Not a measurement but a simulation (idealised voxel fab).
process module | voxel transistor to metal
cross-section cut | 160 nm wide | cells 5 nm
A cross-section is a grid of square cells, given in bands from the top down. A band is one or more rows of cells.
Each band's line starts with the height of the band's top and of its bottom, in nm. Then come its materials from left to right, each with its width in nm. One material with "throughout" fills the band from edge to edge. "air" is empty space.
Height 0 is the level under which the wafer as received is all one material. The lowest band goes on downwards, as in "0 down".
A width such as "30 to 40" changes by the same amount from each row of cells to the next, from the band's top row to its bottom row.
"no change" after a step means that no cell of the cross-section changed.
closed voids: empty space of 8 cells or more with no open way to the top, each as width x height at its distance from the left edge, in nm
after a step's settings: what the simulator itself notes on the step
overlay nm, on a step with a mask: how far to the right of its planned place the mask lay; to the left if negative
plan
1 op RECEIVE | material Si
2 op CONFORMAL_DEP | material SiO2 | thk nm 5
3 op CONFORMAL_DEP | material SiN | thk nm 10
4 op MASKED_ETCH | tone cover | mask id ACTIVE | width nm 115 | etch materials SiN | depth nm 10 | overlay nm 0
5 op MASKED_ETCH | tone cover | mask id ACTIVE | width nm 115 | etch materials SiO2 | depth nm 5 | overlay nm 0
6 op MASKED_ETCH | tone cover | mask id ACTIVE | width nm 115 | etch materials Si | depth nm 30 | overlay nm 0
7 op OXIDIZE | depth nm 5
8 op FILL_DEP | material SiO2 | thk nm 15
9 op CMP | height nm 15
10 op SELECTIVE_ETCH | etch materials SiO2 | depth nm 10
11 op STRIP | etch materials SiN
12 op SELECTIVE_ETCH | etch materials SiO2 | depth nm 5
13 op OXIDIZE | depth nm 5
14 op DIRECTIONAL_DEP | material polySi | thk nm 25
15 op DIRECTIONAL_DEP | material SiCN | thk nm 10
16 op PATTERN | tone cover | mask id GATE | material resist | width nm 25 | thk nm 20 | overlay nm 0
17 op DIRECTIONAL_ETCH | etch materials SiCN | depth nm 20
18 op DIRECTIONAL_ETCH | etch materials polySi | depth nm 35
19 op STRIP | etch materials resist
20 op CONFORMAL_DEP | material SiO2 | thk nm 5
21 op DIRECTIONAL_ETCH | etch materials SiO2 | depth nm 5
22 op CONFORMAL_DEP | material SiN | thk nm 5
23 op DIRECTIONAL_ETCH | etch materials SiN | depth nm 5
24 op DIRECTIONAL_ETCH | etch materials SiO2 | depth nm 5
25 op EPI | material pSi | thk nm 5
26 op FILL_DEP | material SiO2 | thk nm 10
27 op CMP | height nm 35
28 op DIRECTIONAL_DEP | material SiO2 | thk nm 10
29 op MASKED_ETCH | tone open | mask id CONTACT | width nm 35 | pitch nm 70 | etch materials SiO2 | depth nm 45 | overlay nm 0
30 op CONFORMAL_DEP | material TiN | thk nm 5
31 op FILL_DEP | material Ru | thk nm 10
32 op CMP | height nm 45
33 op CONFORMAL_DEP | material SiN | thk nm 5
34 op DIRECTIONAL_DEP | material lowk | thk nm 20
35 op PATTERN | tone open | mask id METAL_1 | material resist | width nm 20 | pitch nm 85 | thk nm 20 | overlay nm 0
36 op DIRECTIONAL_ETCH | etch materials lowk | depth nm 20
37 op DIRECTIONAL_ETCH | etch materials SiN | depth nm 5
38 op STRIP | etch materials resist
39 op CONFORMAL_DEP | material TiN | thk nm 5
40 op FILL_DEP | material W | thk nm 5
41 op CMP | height nm 70
42 op EPI | material Ru | thk nm 5
43 op FILL_DEP | material SiCN | thk nm 5
as received, after step 1
  0 down: Si throughout
  closed voids: none
a wafer at the end: this start, this plan, one mistake
  80 to 75: SiCN throughout
  75 to 70: SiCN 20 | Ru 30 | SiCN 55 | Ru 30 | SiCN 25
  70 to 50: lowk 25 | TiN 5 | W 10 | TiN 5 | lowk 65 | TiN 5 | W 10 | TiN 5 | lowk 30
  50 to 45: SiN 25 | TiN 20 | SiN 65 | TiN 20 | SiN 30
  45 to 35: SiO2 25 | polySi 5 | Ru 25 to 20 | polySi 5 to 10 | SiO2 35 | polySi 5 to 10 | Ru 25 to 20 | polySi 5 | SiO2 30
  35 to 25: SiO2 25 | polySi 5 | Ru 20 | polySi 5 | SiN 5 | SiO2 5 | SiCN 25 | SiO2 5 | SiN 5 | polySi 5 | Ru 20 | polySi 5 | SiO2 30
  25 to 5: SiO2 25 | polySi 5 | Ru 20 | polySi 5 | SiN 5 | SiO2 5 | polySi 25 | SiO2 5 | SiN 5 | polySi 5 | Ru 20 | polySi 5 | SiO2 30
  5 to 0: SiO2 25 | polySi 30 | SiN 5 | SiO2 5 | polySi 25 | SiO2 5 | SiN 5 | polySi 30 | SiO2 30
  0 to -5: SiO2 20 | pSi 35 | SiO2 45 | pSi 35 | SiO2 25
  -5 to -35: SiO2 25 | Si 105 | SiO2 30
  -35 down: Si throughout
  closed voids: none
what went wrong: step 30 ran as: op CONFORMAL_DEP | material polySi | thk nm 5
